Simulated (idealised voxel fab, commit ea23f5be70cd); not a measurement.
The process module presented herein is designated voxel self aligned contacts.
The width of the displayed cross-section, cut, is 215 nm; its cells are square, with a size of 5 nm.
A cross-section is a grid of square cells, given in bands from the top down. A band is one or more rows of cells. For a band, the entry starts with two heights in nm, that of the top and then that of the bottom, and carries on with the band's materials in order from left to right, each alongside its width in nm; the word "everywhere" beside a single material means it fills the band edge to edge, and "air" means empty space. Below 0: as-received wafer, all one material; heights counted from there. Lowest band: no bottom, goes on down, written "0 nm and below". A width given as "30->40" starts at the first number in the band's top row and ends at the second number in its bottom row, shifting by an equal amount at every step from row to row. Step marked "nothing was modified"? Then no cell in the cross-section changed in it. "Enclosed void listing" enumerates empty spaces isolated from the top, with no open way to it, that contain at least 8 cells, giving each as width x height at distance from the left edge, all three in nm. Whatever follows a step's settings on its line is a remark the simulator itself makes about that step. If you see "overlay nm" on a step's line and that step has a mask, it's telling you how far right of where it was planned the mask ended up; a negative number means it went left instead.
-- The planned process steps are enumerated hereunder
| 1 | RECEIVE, material Si |
| 2 | OXIDIZE, depth nm 5 |
| 3 | DIRECTIONAL_DEP, material polySi, thk nm 30 |
| 4 | DIRECTIONAL_DEP, material SiN, thk nm 20 |
| 5 | DIRECTIONAL_DEP, material aC, thk nm 10 |
| 6 | PATTERN, tone cover, mask id GATE, material resist, width nm 25, pitch nm 60, thk nm 25, overlay nm 0 |
| 7 | DIRECTIONAL_ETCH, etch materials aC, depth nm 10 |
| 8 | STRIP, etch materials resist |
| 9 | DIRECTIONAL_ETCH, etch materials SiN, depth nm 20 |
| 10 | DIRECTIONAL_ETCH, etch materials polySi, depth nm 30 |
| 11 | STRIP, etch materials aC |
| 12 | CONFORMAL_DEP, material SiN, thk nm 5 |
| 13 | DIRECTIONAL_ETCH, etch materials SiN, depth nm 5 |
| 14 | FILL_DEP, material SiO2, thk nm 10 |
| 15 | CMP, height nm 55 |
| 16 | PATTERN, tone open, mask id CONTACT, material resist, width nm 45, thk nm 15, overlay nm 0 |
| 17 | DIRECTIONAL_ETCH, etch materials SiO2, depth nm 60 |
| 18 | STRIP, etch materials resist |
| 19 | CONFORMAL_DEP, material TiN, thk nm 5 |
| 20 | FILL_DEP, material Ru, thk nm 10 |
| 21 | CMP, height nm 55 |
| 22 | CONFORMAL_DEP, material SiN, thk nm 5 |
-- On the first of the two wafers: run conducted according to plan
-- Cross-sectional view of the wafer in its as-received condition, corresponding to the state after step 1
    0 nm and below  Si everywhere
    Enclosed void listing: none
-- Cross-sectional representation of the wafer at the conclusion of step 2
    0 nm to -5 nm  SiO2 everywhere
    Rest of section, below -5: as before.
-- Cross-sectional representation of the wafer at the conclusion of step 3
    30 nm to 0 nm  polySi everywhere
    Rest of section, below 0: as before.
-- Cross-sectional representation of the wafer at the conclusion of step 4
    50 nm to 30 nm  SiN everywhere
    Rest of section, below 30: as before.
-- Cross-sectional representation of the wafer at the conclusion of step 5
    60 nm to 50 nm  aC everywhere
    Rest of section, below 50: as before.
-- Cross-sectional representation of the wafer at the conclusion of step 6
    85 nm to 60 nm  65 air  25 resist  35 air  25 resist  65 air
    Rest of section, below 60: as before.
-- Cross-sectional representation of the wafer at the conclusion of step 7
    75 nm to 60 nm  65 air  25 resist  35 air  25 resist  65 air
    60 nm to 50 nm  65 air  25 aC  35 air  25 aC  65 air
    Rest of section, below 50: as before.
-- Cross-sectional representation of the wafer at the conclusion of step 8
    60 nm to 50 nm  65 air  25 aC  35 air  25 aC  65 air
    Rest of section, below 50: as before.
-- Cross-sectional representation of the wafer at the conclusion of step 9
    60 nm to 50 nm  65 air  25 aC  35 air  25 aC  65 air
    50 nm to 30 nm  65 air  25 SiN  35 air  25 SiN  65 air
    Rest of section, below 30: as before.
-- Cross-sectional representation of the wafer at the conclusion of step 10
    60 nm to 50 nm  65 air  25 aC  35 air  25 aC  65 air
    50 nm to 30 nm  65 air  25 SiN  35 air  25 SiN  65 air
    30 nm to 0 nm  65 air  25 polySi  35 air  25 polySi  65 air
    Rest of section, below 0: as before.
-- Cross-sectional representation of the wafer at the conclusion of step 11
    50 nm to 30 nm  65 air  25 SiN  35 air  25 SiN  65 air
    Rest of section, below 30: as before.
-- Cross-sectional representation of the wafer at the conclusion of step 12
    55 nm to 30 nm  60 air  35 SiN  25 air  35 SiN  60 air
    30 nm to 5 nm  60 air  5 SiN  25 polySi  5 SiN  25 air  5 SiN  25 polySi  5 SiN  60 air
    5 nm to 0 nm  65 SiN  25 polySi  35 SiN  25 polySi  65 SiN
    Rest of section, below 0: as before.
-- Cross-sectional representation of the wafer at the conclusion of step 13
    50 nm to 30 nm  60 air  35 SiN  25 air  35 SiN  60 air
    30 nm to 0 nm  60 air  5 SiN  25 polySi  5 SiN  25 air  5 SiN  25 polySi  5 SiN  60 air
    Rest of section, below 0: as before.
-- Cross-sectional representation of the wafer at the conclusion of step 14
    60 nm to 50 nm  SiO2 everywhere
    50 nm to 30 nm  60 SiO2  35 SiN  25 SiO2  35 SiN  60 SiO2
    30 nm to 0 nm  60 SiO2  5 SiN  25 polySi  5 SiN  25 SiO2  5 SiN  25 polySi  5 SiN  60 SiO2
    Rest of section, below 0: as before.
-- Cross-sectional representation of the wafer at the conclusion of step 15
    55 nm to 50 nm  SiO2 everywhere
    Rest of section, below 50: as before.
-- Cross-sectional representation of the wafer at the conclusion of step 16
    70 nm to 55 nm  85 resist  45 air  85 resist
    Rest of section, below 55: as before.
-- Cross-sectional representation of the wafer at the conclusion of step 17
    70 nm to 55 nm  85 resist  45 air  85 resist
    55 nm to 50 nm  85 SiO2  45 air  85 SiO2
    50 nm to 30 nm  60 SiO2  35 SiN  25 air  35 SiN  60 SiO2
    30 nm to 0 nm  60 SiO2  5 SiN  25 polySi  5 SiN  25 air  5 SiN  25 polySi  5 SiN  60 SiO2
    0 nm to -5 nm  95 SiO2  25 air  95 SiO2
    Rest of section, below -5: as before.
-- Cross-sectional representation of the wafer at the conclusion of step 18
    55 nm to 50 nm  85 SiO2  45 air  85 SiO2
    Rest of section, below 50: as before.
-- Cross-sectional representation of the wafer at the conclusion of step 19
    60 nm to 55 nm  90 TiN  35 air  90 TiN
    55 nm to 50 nm  85 SiO2  15 TiN  15 air  15 TiN  85 SiO2
    50 nm to 30 nm  60 SiO2  35 SiN  5 TiN  15 air  5 TiN  35 SiN  60 SiO2
    30 nm to 0 nm  60 SiO2  5 SiN  25 polySi  5 SiN  5 TiN  15 air  5 TiN  5 SiN  25 polySi  5 SiN  60 SiO2
    0 nm to -5 nm  95 SiO2  25 TiN  95 SiO2
    Rest of section, below -5: as before.
-- Cross-sectional representation of the wafer at the conclusion of step 20
    70 nm to 60 nm  Ru everywhere
    60 nm to 55 nm  90 TiN  35 Ru  90 TiN
    55 nm to 50 nm  85 SiO2  15 TiN  15 Ru  15 TiN  85 SiO2
    50 nm to 30 nm  60 SiO2  35 SiN  5 TiN  15 Ru  5 TiN  35 SiN  60 SiO2
    30 nm to 0 nm  60 SiO2  5 SiN  25 polySi  5 SiN  5 TiN  15 Ru  5 TiN  5 SiN  25 polySi  5 SiN  60 SiO2
    Rest of section, below 0: as before.
-- Cross-sectional representation of the wafer at the conclusion of step 21
    55 nm to 50 nm  85 SiO2  15 TiN  15 Ru  15 TiN  85 SiO2
    Rest of section, below 50: as before.
-- Cross-sectional representation of the wafer at the conclusion of step 22
    60 nm to 55 nm  SiN everywhere
    Rest of section, below 55: as before.
-- The second wafer: identical to the first at the outset and in its planned sequence, differing only in that one mistake was made during processing; up to and including step 18, its path is the first wafer's path
-- X-section, second wafer, when step 19 was due to finish
    60 nm to 50 nm  90->100 SiO2  35->15 air  90->100 SiO2
    50 nm to 30 nm  60 SiO2  35 SiN  5 SiO2  15 air  5 SiO2  35 SiN  60 SiO2
    30 nm to 0 nm  60 SiO2  5 SiN  25 polySi  5 SiN  5 SiO2  15 air  5 SiO2  5 SiN  25 polySi  5 SiN  60 SiO2
    0 nm to -5 nm  SiO2 everywhere
    Rest of section, below -5: as before.
-- X-section, second wafer, when step 20 was due to finish
    70 nm to 60 nm  Ru everywhere
    60 nm to 50 nm  90->100 SiO2  35->15 Ru  90->100 SiO2
    50 nm to 30 nm  60 SiO2  35 SiN  5 SiO2  15 Ru  5 SiO2  35 SiN  60 SiO2
    30 nm to 0 nm  60 SiO2  5 SiN  25 polySi  5 SiN  5 SiO2  15 Ru  5 SiO2  5 SiN  25 polySi  5 SiN  60 SiO2
    Rest of section, below 0: as before.
-- X-section, second wafer, when step 21 was due to finish
    55 nm to 50 nm  100 SiO2  15 Ru  100 SiO2
    Rest of section, below 50: as before.
-- X-section, second wafer, when step 22 was due to finish
    60 nm to 55 nm  SiN everywhere
    Rest of section, below 55: as before.
Processing error: step 19 off recipe, ran as CONFORMAL_DEP, material SiO2, thk nm 5
It is noted that, at the conclusion of processing, the second wafer exhibits a higher or lower cell count for certain materials relative to the first: SiO2 +31, TiN -31
